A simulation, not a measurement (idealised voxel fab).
process module | voxel gate over fins
cross-section cut | 165 nm wide | cells 5 nm
A cross-section is a grid of square cells, given in bands from the top down. A band is one or more rows of cells.
Each band's line starts with the height of the band's top and of its bottom, in nm. Then come its materials from left to right, each with its width in nm. One material with "throughout" fills the band from edge to edge. "air" is empty space.
Height 0 is the level under which the wafer as received is all one material. The lowest band goes on downwards, as in "0 down".
A width such as "30 to 40" changes by the same amount from each row of cells to the next, from the band's top row to its bottom row.
"no change" after a step means that no cell of the cross-section changed.
closed voids: empty space of 8 cells or more with no open way to the top, each as width x height at its distance from the left edge, in nm
after a step's settings: what the simulator itself notes on the step
overlay nm, on a step with a mask: how far to the right of its planned place the mask lay; to the left if negative
plan
1 op RECEIVE | material Si
2 op CONFORMAL_DEP | material SiN | thk nm 10
3 op MASKED_ETCH | tone cover | mask id FINS | width nm 15 | pitch nm 55 | etch materials SiN | depth nm 10 | overlay nm 0
4 op MASKED_ETCH | tone cover | mask id FINS | width nm 15 | pitch nm 55 | etch materials Si | depth nm 30 | overlay nm 0
5 op OXIDIZE | depth nm 5
6 op FILL_DEP | material SiO2 | thk nm 5
7 op CMP | height nm 10
8 op DIRECTIONAL_DEP | material aC | thk nm 10
9 op PATTERN | tone open | mask id RAIL | material resist | width nm 15 | thk nm 30 | overlay nm 0
10 op DIRECTIONAL_ETCH | etch materials aC | depth nm 10
11 op STRIP | etch materials resist
12 op DIRECTIONAL_ETCH | etch materials SiO2 | depth nm 35
13 op STRIP | etch materials aC
14 op CONFORMAL_DEP | material TiN | thk nm 5
15 op FILL_DEP | material W | thk nm 5
16 op CMP | height nm 10
17 op SELECTIVE_ETCH | etch materials W Ru TiN | depth nm 30
18 op FILL_DEP | material SiO2 | thk nm 5
19 op CMP | height nm 10
20 op SELECTIVE_ETCH | etch materials SiO2 | depth nm 20
21 op STRIP | etch materials SiN
22 op CONFORMAL_DEP | material HfO2 | thk nm 5
23 op CONFORMAL_DEP | material TiN | thk nm 5
24 op CONFORMAL_DEP | material TiAl | thk nm 5
25 op CONFORMAL_DEP | material TiN | thk nm 5
26 op FILL_DEP | material W | thk nm 10
27 op CMP | height nm 25
28 op CONFORMAL_DEP | material SiN | thk nm 10
as received, after step 1
  0 down: Si throughout
  closed voids: none
first wafer at the end, as planned
  35 to 25: SiN throughout
  25 to 20: W throughout
  20 to 15: W 30 | TiN 45 | W 10 | TiN 45 | W 35
  15 to 10: W 30 | TiN 5 | TiAl 35 | TiN 5 | W 10 | TiN 5 | TiAl 35 | TiN 5 | W 35
  10 to 5: TiN 35 | TiAl 5 | TiN 25 | TiAl 5 | TiN 20 | TiAl 5 | TiN 25 | TiAl 5 | TiN 40
  5 to 0: TiAl 40 | TiN 5 | HfO2 15 | TiN 5 | TiAl 30 | TiN 5 | HfO2 15 | TiN 5 | TiAl 45
  0 to -5: TiN 45 | HfO2 5 | Si 5 | HfO2 5 | TiN 40 | HfO2 5 | Si 5 | HfO2 5 | TiN 50
  -5 to -10: HfO2 50 | Si 5 | HfO2 50 | Si 5 | HfO2 55
  -10 to -20: SiO2 50 | Si 5 | SiO2 50 | Si 5 | SiO2 55
  -20 to -25: SiO2 50 | Si 5 | SiO2 15 | TiN 15 | SiO2 20 | Si 5 | SiO2 55
  -25 to -35: SiO2 50 | Si 5 | SiO2 50 | Si 5 | SiO2 55
  -35 down: Si throughout
  closed voids: none
second wafer at the end: like start, like plan, one mistake
  35 to 25: SiN throughout
  25 to 20: W throughout
  20 to 10: W 30 | TiN 45 | W 10 | TiN 45 | W 35
  10 to 5: TiN 40 | TiAl 25 | TiN 30 | TiAl 25 | TiN 45
  5 to 0: TiN 40 | TiAl 5 | HfO2 15 | TiAl 5 | TiN 30 | TiAl 5 | HfO2 15 | TiAl 5 | TiN 45
  0 to -5: TiAl 45 | HfO2 5 | Si 5 | HfO2 5 | TiAl 40 | HfO2 5 | Si 5 | HfO2 5 | TiAl 50
  -5 to -10: HfO2 50 | Si 5 | HfO2 50 | Si 5 | HfO2 55
  -10 to -20: SiO2 50 | Si 5 | SiO2 50 | Si 5 | SiO2 55
  -20 to -25: SiO2 50 | Si 5 | SiO2 15 | TiN 15 | SiO2 20 | Si 5 | SiO2 55
  -25 to -35: SiO2 50 | Si 5 | SiO2 50 | Si 5 | SiO2 55
  -35 down: Si throughout
  closed voids: none
what went wrong: steps 23 and 24 were swapped
at the end the second wafer has, in cells: as many of each material as the first, in other places
